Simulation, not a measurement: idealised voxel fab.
Process module heading - voxel ribs on slabs
We display cut, a cross-section 255 nm in width whose square cells are each 5 nm.
Cross-section = grid of square cells, listed top down in bands; band = one or more rows. Quick guide to a band line: top height, bottom height (nm) up front; then every material left to right with its width in nm. Only one material and it's marked "throughout"? Then it fills the band edge to edge. And "blank" just means empty space. Ref level 0: as-received wafer is one material below here. Bottom band extends down with no lower bound ("z 0 and below"). Per-row width for "30..40": begins at first number (top row of band), ends at second number (bottom row), increment between rows held constant. Any step labelled "nothing altered" changed none of the cells in the cross-section. Reported under the label "Voids lacking openings" are the empty spaces having no open way to the top and comprising 8 cells or more; the notation for each is width x height at distance, in which the distance is measured from the left edge and all three values are in nm. The remark found on a step's line after its settings is issued by the simulator itself and pertains to that step. Among the settings permitted on a step's line is "overlay nm"; applied to a step with a mask, it specifies the extent to which the mask lay to the right of its planned position, whereas a negative figure signifies a position to the left.
**The process steps that were planned are listed below**
- 1: RECEIVE: material Si
- 2: DIRECTIONAL_DEP: material SiO2, thk nm 20
- 3: DIRECTIONAL_DEP: material SiN, thk nm 20
- 4: DIRECTIONAL_DEP: material aC, thk nm 10
- 5: PATTERN: tone cover, mask id RIB, material resist, width nm 15, thk nm 25, overlay nm 0
- 6: DIRECTIONAL_ETCH: etch materials aC, depth nm 10
- 7: STRIP: etch materials resist
- 8: DIRECTIONAL_ETCH: etch materials SiN, depth nm 10
- 9: STRIP: etch materials aC
- 10: PATTERN: tone cover, mask id SLAB, material resist, width nm 75, thk nm 20, overlay nm 0
- 11: DIRECTIONAL_ETCH: etch materials SiN, depth nm 10
- 12: STRIP: etch materials resist
- 13: FILL_DEP: material SiO2, thk nm 20
- 14: CMP: height nm 50
- 15: DIRECTIONAL_DEP: material W, thk nm 10
- 16: MASKED_ETCH: tone cover, mask id HEATER, width nm 25, etch materials W, depth nm 10, overlay nm 0
- 17: CONFORMAL_DEP: material SiO2, thk nm 5
Every wafer here starts from the same state; it is the step 17 thk nm that distinguishes them, and the value the plan gives belongs to the first wafer.
**Cross-section of the first incoming wafer of several, state after step 1**
z 0 and below = Si throughout
Voids lacking openings: none
**Every row in this table is a wafer at the end of the module, and it gives, for each of the materials, the cells that wafer has gained (+) or lost (-) since it was received, then its closed voids**
thk nm 5; +36 SiN; +529 SiO2; +10 W; Voids lacking openings: none
thk nm 10; +36 SiN; +584 SiO2; +10 W; Voids lacking openings: none
thk nm 15; +36 SiN; +639 SiO2; +10 W; Voids lacking openings: none
thk nm 20; +36 SiN; +694 SiO2; +10 W; Voids lacking openings: none
